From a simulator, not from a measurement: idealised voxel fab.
Process module, titled voxel lift off
We display cut, a cross-section 255 nm in width whose square cells are each 5 nm.
Just so we're on the same page, the cross-sections are grids of square cells, and they're listed out in bands top to bottom, each band one or more rows deep.
It is stipulated that each band's entry specify, in nanometres, the height of the top of the band and then that of its bottom, followed by the materials of the band in left-to-right sequence, each together with its width in nanometres. A single material marked by the word "edge to edge" is understood to fill the band from edge to edge; the word "blank" is understood to denote empty space.
We count height from 0. Below that, the starting wafer is all one material. The lowest band never ends at the bottom but goes on down; see "top 0, no bottom" for how that is written.
Width "30..40": first value at the band's top row of cells, second value at its bottom row, equal change from row to row.
"nothing changed" means the step left every cell of the cross-section as it was.
So "Entrapped void list" is basically the list of trapped voids: any empty space of 8 cells or more that can't reach the top through an opening. They're written width x height at distance, the distance being from the left edge, and it's all nm.
What comes after the settings on a step's line is commentary from the simulator itself on that step.
If you see "overlay nm" on a step's line and that step has a mask, it's telling you how far right of where it was planned the mask ended up; a negative number means it went left instead.

Below is the list of planned process steps
1) RECEIVE (material Si)
2) CONFORMAL_DEP (material SiO2; thk nm 15)
3) PATTERN (tone open; mask id LINES; material resist; width nm 20; pitch nm 50; thk nm 20; overlay nm 0)
4) DIRECTIONAL_DEP (material Ru; thk nm 10)
5) STRIP (etch materials resist)
6) CONFORMAL_DEP (material SiO2; thk nm 5)

Shown in cross-section is the wafer as received, that is, as it stands after step 1
	top 0, no bottom | Si edge to edge
	Entrapped void list: none

Cross-section, end of module. Start: as above. Plan: as above. Execution: one mistake
	top 30, bottom 25 | 45 nm SiO2  10 nm blank  40 nm SiO2  10 nm blank  40 nm SiO2  10 nm blank  40 nm SiO2  10 nm blank  50 nm SiO2
	top 25, bottom 20 | 40 nm Ru  5 nm SiO2  10 nm blank  5 nm SiO2  30 nm Ru  5 nm SiO2  10 nm blank  5 nm SiO2  30 nm Ru  5 nm SiO2  10 nm blank  5 nm SiO2  30 nm Ru  5 nm SiO2  10 nm blank  5 nm SiO2  45 nm Ru
	top 20, bottom 15 | 40 nm Ru  20 nm SiO2  30 nm Ru  20 nm SiO2  30 nm Ru  20 nm SiO2  30 nm Ru  20 nm SiO2  45 nm Ru
	top 15, bottom 0 | SiO2 edge to edge
	top 0, no bottom | Si edge to edge
	Entrapped void list: none
Plan not followed: step 3 off recipe, ran as PATTERN (tone cover; mask id LINES; material resist; width nm 20; pitch nm 50; thk nm 20; overlay nm 0)
